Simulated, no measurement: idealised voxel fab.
The process module that follows is named voxel self aligned contacts.
Section cut is 180 nm wide and gridded with 5 nm square cells.
Cross-section format: a grid of square cells, given as bands from top to bottom; each band is one or more rows of cells. It is stipulated that each band's entry specify, in nanometres, the height of the top of the band and then that of its bottom, followed by the materials of the band in left-to-right sequence, each together with its width in nanometres. A single material marked by the word "full width" is understood to fill the band from edge to edge; the word "air" is understood to denote empty space. Below 0: as-received wafer, all one material; heights counted from there. Lowest band: no bottom, goes on down, written "top 0, no bottom". Graded width ("30->40"): value in top row of band = first number; value in bottom row = second number; row-to-row change constant. What does "nothing changed" mean for a step? It means no cell of the cross-section changed in that step. "Non-vented voids" lists enclosed empty spaces (at least 8 cells, no open path upward to the top), each as width x height at distance from the left edge, in nm. On each step's line, the part that comes after the settings is the simulator's own comment on the step. What "overlay nm" on a step's line means: if the step has a mask, that mask lay this far to the right of its planned place, or, when the value is negative, to the left.
# Steps planned for the process
1 RECEIVE,material Si
2 CONFORMAL_DEP,material SiO2,thk nm 5
3 DIRECTIONAL_DEP,material polySi,thk nm 20
4 DIRECTIONAL_DEP,material SiN,thk nm 15
5 PATTERN,tone cover,mask id GATE,material resist,width nm 30,pitch nm 60,thk nm 20,overlay nm 0
6 DIRECTIONAL_ETCH,etch materials SiN,depth nm 15
7 DIRECTIONAL_ETCH,etch materials polySi,depth nm 20
8 STRIP,etch materials resist
9 CONFORMAL_DEP,material SiN,thk nm 5
10 DIRECTIONAL_ETCH,etch materials SiN,depth nm 5
11 FILL_DEP,material SiO2,thk nm 15
12 CMP,height nm 50
13 PATTERN,tone open,mask id CONTACT,material resist,width nm 40,thk nm 15,overlay nm 0
14 DIRECTIONAL_ETCH,etch materials SiO2,depth nm 50
15 STRIP,etch materials resist
16 CONFORMAL_DEP,material TiN,thk nm 5
17 FILL_DEP,material Ru,thk nm 10
18 CMP,height nm 50
19 CONFORMAL_DEP,material SiN,thk nm 5
# Wafer cross-section on receipt, i.e. after step 1
  top 0, no bottom  Si full width
  Non-vented voids: none
# Look at the cross-section after the module: the wafer started out the way shown above and the plan was the one shown above, yet one mistake was made along the way
  top 55, bottom 50  SiN full width
  top 50, bottom 40  70 nm SiO2 | 5->15 nm TiN | 30->10 nm Ru | 5->15 nm TiN | 70 nm SiO2
  top 40, bottom 25  40 nm SiO2 | 5 nm SiN | 30 nm polySi | 5 nm SiN | 5 nm TiN | 10 nm Ru | 5 nm TiN | 5 nm SiN | 30 nm polySi | 5 nm SiN | 40 nm SiO2
  top 25, bottom 20  40 nm SiO2 | 5 nm SiN | 30 nm polySi | 5 nm SiN | 20 nm TiN | 5 nm SiN | 30 nm polySi | 5 nm SiN | 40 nm SiO2
  top 20, bottom 5  SiN full width
  top 5, bottom 0  SiO2 full width
  top 0, no bottom  Si full width
  Non-vented voids: none
Deviation from plan: swap of plan steps 3 and 4 during execution
